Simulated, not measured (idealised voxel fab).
A process module follows: voxel gate over fins.
Cross-sectional view cut (width: 250 nm; square cell size: 5 nm).
Throughout this document, each cross-section is represented as a grid of square cells and is presented as a sequence of bands enumerated from the top downward, where a band comprises one or more rows of cells. The entry gives the band's vertical extent as a top height and a bottom height in nm, then its horizontal make-up as materials from left to right, each with a width in nm. "blank" stands for empty space; a single material marked "edge to edge" fills the band edge to edge. All heights in this document are referenced to 0, defined as the level beneath which the wafer, as received, consists entirely of one material. The lowest band is not bounded below; it extends indefinitely downward and is written in the form "0 down". A width such as "30->40" changes by the same amount from each row of cells to the next, from the band's top row to its bottom row. Any step labelled "stayed the same" changed none of the cells in the cross-section. "Trapped cavities" contains a list of empty spaces, each no smaller than 8 cells and without an open way to the top, written in the form width x height at distance with the distance from the left edge and all three in nm. What comes after the settings on a step's line is commentary from the simulator itself on that step. On any step carrying a mask, the "overlay nm" setting, if present on the step's line, tells how far right of its planned place the mask lay; negative values point to the left.

# These are the steps we planned for the process
1) RECEIVE (material Si)
2) CONFORMAL_DEP (material SiN; thk nm 5)
3) MASKED_ETCH (tone cover; mask id FINS; width nm 15; pitch nm 35; etch materials SiN; depth nm 5; overlay nm 0)
4) MASKED_ETCH (tone cover; mask id FINS; width nm 15; pitch nm 35; etch materials Si; depth nm 40; overlay nm 0)
5) FILL_DEP (material SiO2; thk nm 15)
6) CMP (height nm 5)
7) SELECTIVE_ETCH (etch materials SiO2; depth nm 15)
8) STRIP (etch materials SiN)
9) CONFORMAL_DEP (material HfO2; thk nm 5)
10) CONFORMAL_DEP (material TiN; thk nm 5)
11) FILL_DEP (material W; thk nm 10)
12) CMP (height nm 15)
13) CONFORMAL_DEP (material SiN; thk nm 5)

# Cross-section of the wafer upon arrival, representing the state reached after step 1
- 0 down = Si edge to edge
- Trapped cavities: none

# First of two wafers at the end of the module, shown in cross-section; run carried out as planned
- 20 to 15 = SiN edge to edge
- 15 to 10 = W edge to edge
- 10 to 5 = W 90 nm, then TiN 70 nm, then W 90 nm
- 5 to 0 = W 90 nm, then TiN 5 nm, then HfO2 25 nm, then TiN 10 nm, then HfO2 25 nm, then TiN 5 nm, then W 90 nm
- 0 to -5 = TiN 95 nm, then HfO2 5 nm, then Si 15 nm, then HfO2 5 nm, then TiN 10 nm, then HfO2 5 nm, then Si 15 nm, then HfO2 5 nm, then TiN 95 nm
- -5 to -10 = HfO2 100 nm, then Si 15 nm, then HfO2 20 nm, then Si 15 nm, then HfO2 100 nm
- -10 to -40 = SiO2 100 nm, then Si 15 nm, then SiO2 20 nm, then Si 15 nm, then SiO2 100 nm
- -40 down = Si edge to edge
- Trapped cavities: none

# Cross-sectional image of the second wafer of the two following completion of the module. Starting state and process plan were the same as for the first wafer; one execution error occurred
- 20 to 15 = SiN edge to edge
- 15 to 10 = W edge to edge
- 10 to 5 = W 90 nm, then TiN 70 nm, then W 90 nm
- 5 to 0 = W 90 nm, then TiN 5 nm, then HfO2 25 nm, then TiN 10 nm, then HfO2 25 nm, then TiN 5 nm, then W 90 nm
- 0 to -5 = TiN 95 nm, then HfO2 5 nm, then Si 15 nm, then HfO2 5 nm, then TiN 10 nm, then HfO2 5 nm, then Si 15 nm, then HfO2 5 nm, then TiN 95 nm
- -5 to -10 = HfO2 90 nm, then TiN 5 nm, then HfO2 5 nm, then Si 15 nm, then HfO2 5 nm, then TiN 10 nm, then HfO2 5 nm, then Si 15 nm, then HfO2 5 nm, then TiN 5 nm, then HfO2 90 nm
- -10 to -15 = SiO2 85 nm, then HfO2 15 nm, then Si 15 nm, then HfO2 20 nm, then Si 15 nm, then HfO2 15 nm, then SiO2 85 nm
- -15 to -40 = SiO2 100 nm, then Si 15 nm, then SiO2 20 nm, then Si 15 nm, then SiO2 100 nm
- -40 down = Si edge to edge
- Trapped cavities: none
Plan not followed: steps 7 and 8 of the plan were each performed in the slot designated for the other
Count the cells at the end and the second wafer has more or fewer of some materials than the first: +6 HfO2; -10 SiO2; +4 TiN
